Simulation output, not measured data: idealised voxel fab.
Name of the process module below: voxel ribs on slabs
The cross-section shown here is cut; it is 230 nm wide and divided into square cells measuring 5 nm on a side.
In this document a cross-section is written as a grid of square cells. It is given as a series of bands, listed from the top down, and a band is one or more rows of cells.
First you get the band's top height and its bottom height, in nm, and then the materials it's made of, left to right, with each width in nm. If you see a single material with "everywhere", that one covers the band edge to edge. "empty" is empty space.
Height 0 is the level under which the wafer as received is all one material. The lowest band goes on downwards, as in "z 0 and below".
Graded width ("30 to 40"): value in top row of band = first number; value in bottom row = second number; row-to-row change constant.
Step note "all unchanged" = no cross-section cell changed.
What "Completely sealed voids" gives you is every empty space of 8 cells or more that is cut off from the top. Each appears as width x height at distance, with the distance taken from the left edge and width, height and distance all in nm.
On a step's line, text after the settings is the simulator commenting on that step.
A step's line can hold "overlay nm"; with a mask on that step, the setting says how far right of the planned place the mask lay, while a negative setting says it lay to the left.

These are the steps we planned for the process:
1) RECEIVE | material Si
2) DIRECTIONAL_DEP | material SiO2 | thk nm 25
3) DIRECTIONAL_DEP | material SiN | thk nm 20
4) PATTERN | tone cover | mask id RIB | material resist | width nm 20 | thk nm 15 | overlay nm 0
5) DIRECTIONAL_ETCH | etch materials SiN | depth nm 5
6) STRIP | etch materials resist
7) PATTERN | tone cover | mask id SLAB | material resist | width nm 50 | thk nm 20 | overlay nm 0
8) DIRECTIONAL_ETCH | etch materials SiN | depth nm 15
9) STRIP | etch materials resist
10) FILL_DEP | material SiO2 | thk nm 15
11) CMP | height nm 55
12) DIRECTIONAL_DEP | material W | thk nm 5
13) PATTERN | tone cover | mask id HEATER | material resist | width nm 30 | thk nm 20 | overlay nm 0
14) DIRECTIONAL_ETCH | etch materials W | depth nm 5
15) STRIP | etch materials resist
16) CONFORMAL_DEP | material SiN | thk nm 10

as received, after step 1:
  z 0 and below | Si everywhere
  Completely sealed voids: none

End state of the module in cross-section, given the above starting point and plan and one mistake in execution:
  z 60 to 55 | empty=100 | W=30 | empty=100
  z 55 to 45 | SiO2 everywhere
  z 45 to 40 | SiO2=105 | SiN=20 | SiO2=105
  z 40 to 25 | SiO2=90 | SiN=50 | SiO2=90
  z 25 to 0 | SiO2 everywhere
  z 0 and below | Si everywhere
  Completely sealed voids: none
The mistake made against the process plan was this: yeah, step 16 of the plan got skipped, never ran
